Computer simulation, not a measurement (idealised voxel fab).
process module | voxel spacer lines
cross-section cut | 290 nm wide | cells 5 nm
A cross-section is a grid of square cells, given in bands from the top down. A band is one or more rows of cells.
Each band's line starts with the height of the band's top and of its bottom, in nm. Then come its materials from left to right, each with its width in nm. One material with "throughout" fills the band from edge to edge. "air" is empty space.
Height 0 is the level under which the wafer as received is all one material. The lowest band goes on downwards, as in "0 down".
A width such as "30 to 40" changes by the same amount from each row of cells to the next, from the band's top row to its bottom row.
"no change" after a step means that no cell of the cross-section changed.
closed voids: empty space of 8 cells or more with no open way to the top, each as width x height at its distance from the left edge, in nm
after a step's settings: what the simulator itself notes on the step
overlay nm, on a step with a mask: how far to the right of its planned place the mask lay; to the left if negative
plan
1 op RECEIVE | material Si
2 op CONFORMAL_DEP | material Al2O3 | thk nm 10
3 op DIRECTIONAL_DEP | material W | thk nm 10
4 op DIRECTIONAL_DEP | material polySi | thk nm 30
5 op PATTERN | tone cover | mask id MANDREL | material resist | width nm 15 | pitch nm 60 | thk nm 40 | overlay nm 0
6 op DIRECTIONAL_ETCH | etch materials polySi | depth nm 30
7 op STRIP | etch materials resist
8 op CONFORMAL_DEP | material SiN | thk nm 10
9 op DIRECTIONAL_ETCH | etch materials SiN | depth nm 10
10 op STRIP | etch materials polySi
11 op DIRECTIONAL_ETCH | etch materials W | depth nm 10
12 op STRIP | etch materials SiN
varied across the wafers: width nm of step 5. The plan shows the first wafer's value. All wafers start alike
first wafer as received, after step 1
  0 down: Si throughout
  closed voids: none
first wafer at the end, after step 12
  20 to 10: air 100 | W 10 | air 15 | W 10 | air 25 | W 10 | air 15 | W 10 | air 95
  10 to 0: Al2O3 throughout
  0 down: Si throughout
  closed voids: none
last wafer at the end
  20 to 10: air 90 | W 10 | air 35 | W 10 | air 5 | W 10 | air 35 | W 10 | air 85
  10 to 0: Al2O3 throughout
  0 down: Si throughout
  closed voids: none
each wafer at the end: cells of each material gained (+) or lost (-) since it was received, then its closed voids
width nm 15 | +116 Al2O3 | +16 W | closed voids: none
width nm 20 | +116 Al2O3 | +16 W | closed voids: none
width nm 25 | +116 Al2O3 | +16 W | closed voids: none
width nm 30 | +116 Al2O3 | +16 W | closed voids: none
width nm 35 | +116 Al2O3 | +16 W | closed voids: none
